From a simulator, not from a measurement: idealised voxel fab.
Proc. module: voxel gate over fins
Xsec cut, 150 nm wide, square cell size 5 nm.
Throughout this document, each cross-section is represented as a grid of square cells and is presented as a sequence of bands enumerated from the top downward, where a band comprises one or more rows of cells.
Each band's line starts with the height of the band's top and of its bottom, in nm. Then come its materials from left to right, each with its width in nm. One material with "everywhere" fills the band from edge to edge. "blank" is empty space.
Height datum 0, below which the as-received substrate wafer is one material. Lowest band open at the bottom, running downward: "0..down".
You'd read "30..40" like this: the band's top row of cells is as wide as the first number, its bottom row is as wide as the second, and going down, every row changes width by the same amount as the row before did.
"remained unchanged" after a step means that no cell of the cross-section changed.
So "Enclosed internal cavities" is basically the list of trapped voids: any empty space of 8 cells or more that can't reach the top through an opening. They're written width x height at distance, the distance being from the left edge, and it's all nm.
It should be noted that, on the line of a given step, the content following the step's settings is a remark produced by the simulator itself with respect to that step.
The "overlay nm" setting may appear on a step's line; for a step that uses a mask, it gives how far to the right of its planned position the mask lay, and a negative value indicates the left.
So here's the lineup of process steps we planned
1. RECEIVE with material Si
2. CONFORMAL_DEP with material SiN, thk nm 5
3. MASKED_ETCH with tone cover, mask id FINS, width nm 15, pitch nm 60, etch materials SiN, depth nm 5, overlay nm 0
4. MASKED_ETCH with tone cover, mask id FINS, width nm 15, pitch nm 60, etch materials Si, depth nm 40, overlay nm 0
5. OXIDIZE with depth nm 5
6. FILL_DEP with material SiO2, thk nm 5
7. CMP with height nm 5
8. DIRECTIONAL_DEP with material aC, thk nm 15
9. PATTERN with tone open, mask id RAIL, material resist, width nm 15, thk nm 35, overlay nm 0
10. DIRECTIONAL_ETCH with etch materials aC, depth nm 15
11. STRIP with etch materials resist
12. DIRECTIONAL_ETCH with etch materials SiO2, depth nm 40
13. STRIP with etch materials aC
14. CONFORMAL_DEP with material TiN, thk nm 5
15. FILL_DEP with material W, thk nm 10
16. CMP with height nm 5
17. SELECTIVE_ETCH with etch materials W Ru TiN, depth nm 25
18. FILL_DEP with material SiO2, thk nm 5
19. CMP with height nm 5
20. SELECTIVE_ETCH with etch materials SiO2, depth nm 20
21. STRIP with etch materials SiN
22. CONFORMAL_DEP with material HfO2, thk nm 5
23. CONFORMAL_DEP with material TiN, thk nm 5
24. FILL_DEP with material W, thk nm 10
25. CMP with height nm 15
26. CONFORMAL_DEP with material SiCN, thk nm 5
Shown in cross-section is the wafer as received, that is, as it stands after step 1
    0..down = Si everywhere
    Enclosed internal cavities: none
Below is the wafer in cross-section after the module was completed. It began from the starting point shown above and followed the plan shown above, except that one mistake was made while running it
    20..15 = SiCN everywhere
    15..10 = W everywhere
    10..5 = W 30 nm / TiN 25 nm / W 35 nm / TiN 25 nm / W 35 nm
    5..0 = W 30 nm / TiN 5 nm / HfO2 15 nm / TiN 5 nm / W 35 nm / TiN 5 nm / HfO2 15 nm / TiN 5 nm / W 35 nm
    0..-5 = W 30 nm / TiN 5 nm / HfO2 5 nm / Si 5 nm / HfO2 5 nm / TiN 5 nm / W 35 nm / TiN 5 nm / HfO2 5 nm / Si 5 nm / HfO2 5 nm / TiN 5 nm / W 35 nm
    -5..-10 = TiN 25 nm / W 5 nm / TiN 5 nm / HfO2 5 nm / Si 5 nm / HfO2 5 nm / TiN 5 nm / W 5 nm / TiN 25 nm / W 5 nm / TiN 5 nm / HfO2 5 nm / Si 5 nm / HfO2 5 nm / TiN 5 nm / W 5 nm / TiN 30 nm
    -10..-15 = HfO2 20 nm / TiN 15 nm / HfO2 5 nm / Si 5 nm / HfO2 5 nm / TiN 15 nm / HfO2 15 nm / TiN 15 nm / HfO2 5 nm / Si 5 nm / HfO2 5 nm / TiN 15 nm / HfO2 25 nm
    -15..-20 = SiO2 15 nm / HfO2 25 nm / Si 5 nm / HfO2 25 nm / SiO2 5 nm / HfO2 25 nm / Si 5 nm / HfO2 25 nm / SiO2 20 nm
    -20..-30 = SiO2 40 nm / Si 5 nm / SiO2 20 nm / TiN 5 nm / W 5 nm / TiN 5 nm / SiO2 20 nm / Si 5 nm / SiO2 45 nm
    -30..-35 = SiO2 40 nm / Si 5 nm / SiO2 20 nm / TiN 15 nm / SiO2 20 nm / Si 5 nm / SiO2 45 nm
    -35..-45 = SiO2 40 nm / Si 5 nm / SiO2 55 nm / Si 5 nm / SiO2 45 nm
    -45..down = Si everywhere
    Enclosed internal cavities: none
what went wrong: a sequencing error occurred in which plan steps 20 and 21 were transposed
